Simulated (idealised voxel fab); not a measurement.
process module | voxel ribs on slabs
cross-section cut | 230 nm wide | cells 5 nm
A cross-section is a grid of square cells, given in bands from the top down. A band is one or more rows of cells.
Each band's line starts with the height of the band's top and of its bottom, in nm. Then come its materials from left to right, each with its width in nm. One material with "throughout" fills the band from edge to edge. "air" is empty space.
Height 0 is the level under which the wafer as received is all one material. The lowest band goes on downwards, as in "0 down".
A width such as "30 to 40" changes by the same amount from each row of cells to the next, from the band's top row to its bottom row.
"no change" after a step means that no cell of the cross-section changed.
closed voids: empty space of 8 cells or more with no open way to the top, each as width x height at its distance from the left edge, in nm
after a step's settings: what the simulator itself notes on the step
overlay nm, on a step with a mask: how far to the right of its planned place the mask lay; to the left if negative
plan
1 op RECEIVE | material Si
2 op DIRECTIONAL_DEP | material SiO2 | thk nm 25
3 op DIRECTIONAL_DEP | material SiN | thk nm 20
4 op MASKED_ETCH | tone cover | mask id RIB | width nm 20 | etch materials SiN | depth nm 10 | overlay nm 0
5 op PATTERN | tone cover | mask id SLAB | material resist | width nm 80 | thk nm 15 | overlay nm 0
6 op DIRECTIONAL_ETCH | etch materials SiN | depth nm 10
7 op STRIP | etch materials resist
8 op FILL_DEP | material SiO2 | thk nm 30
9 op CMP | height nm 65
10 op DIRECTIONAL_DEP | material TiN | thk nm 5
11 op PATTERN | tone cover | mask id HEATER | material resist | width nm 30 | thk nm 20 | overlay nm 0
12 op DIRECTIONAL_ETCH | etch materials TiN | depth nm 5
13 op STRIP | etch materials resist
14 op CONFORMAL_DEP | material SiO2 | thk nm 10
as received, after step 1
  0 down: Si throughout
  closed voids: none
a wafer at the end: this start, this plan, one mistake
  80 to 75: air 90 | SiO2 50 | air 90
  75 to 70: SiO2 throughout
  70 to 65: SiO2 100 | TiN 30 | SiO2 100
  65 to 60: SiO2 105 | SiN 20 | SiO2 105
  60 to 50: SiO2 75 | SiN 80 | SiO2 75
  50 to 0: SiO2 throughout
  0 down: Si throughout
  closed voids: none
what went wrong: step 2 was run twice
